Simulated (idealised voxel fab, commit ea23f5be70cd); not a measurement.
Module name: voxel quadruple lines (process module)
FYI the section here is cut, 175 nm wide, cells are 5 nm squares.
Square cells in a grid make up a cross-section in this document, and the grid is given as bands, listed from the top down, each one or more rows of cells.
Per band: top height and bottom height in nm, followed by the left-to-right materials and their widths in nm; "all across" marks a single material spanning edge to edge, "blank" marks empty space.
Height datum 0, below which the as-received substrate wafer is one material. Lowest band open at the bottom, running downward: "0 down".
When a width is written as two numbers, as in "30..40", the first number is the width in the top row of cells of the band and the second is the width in its bottom row, and the width changes by the same amount from each row to the next.
You'll sometimes find "remains unaltered" written for a step, and that's the way of saying that nowhere in the cross-section did a cell change during that step.
Entry "Completely sealed voids". Content: empty spaces with no open connection to the top, size 8 cells or greater. Each: width x height at distance. Distance: from left edge. Unit: nm.
Read whatever lies past the settings on a step's line as the simulator's own remark about the step.
Regarding "overlay nm": on a step with a mask, it is the distance the mask lay to the right of its planned place; a negative value places it to the left.

The following list gives the planned process steps:
1: RECEIVE: material Si
2: CONFORMAL_DEP: material SiO2, thk nm 5
3: DIRECTIONAL_DEP: material W, thk nm 15
4: DIRECTIONAL_DEP: material polySi, thk nm 15
5: DIRECTIONAL_DEP: material aC, thk nm 20
6: PATTERN: tone cover, mask id MANDREL, material resist, width nm 25, thk nm 30, overlay nm 0
7: DIRECTIONAL_ETCH: etch materials aC, depth nm 20
8: STRIP: etch materials resist
9: CONFORMAL_DEP: material SiO2, thk nm 15
10: DIRECTIONAL_ETCH: etch materials SiO2, depth nm 15
11: STRIP: etch materials aC
12: DIRECTIONAL_ETCH: etch materials polySi, depth nm 15
13: STRIP: etch materials SiO2
14: CONFORMAL_DEP: material SiCN, thk nm 5
15: DIRECTIONAL_ETCH: etch materials SiCN, depth nm 5
16: STRIP: etch materials polySi
17: DIRECTIONAL_ETCH: etch materials W, depth nm 15
18: STRIP: etch materials SiCN
19: FILL_DEP: material SiO2, thk nm 5
20: CMP: height nm 20

Wafer at receipt (post step 1), cross-section:
0 down | Si all across
Completely sealed voids: none

Cross-sectional result after module completion. Note: starting condition and plan are unchanged from above; one processing mistake was made:
20 to 15 | SiO2 all across
15 to 0 | SiO2: 55; W: 5; SiO2: 15; W: 5; SiO2: 15; W: 5; SiO2: 15; W: 5; SiO2: 55
0 down | Si all across
Completely sealed voids: none
The plan and the run diverged here: step 2 was left out
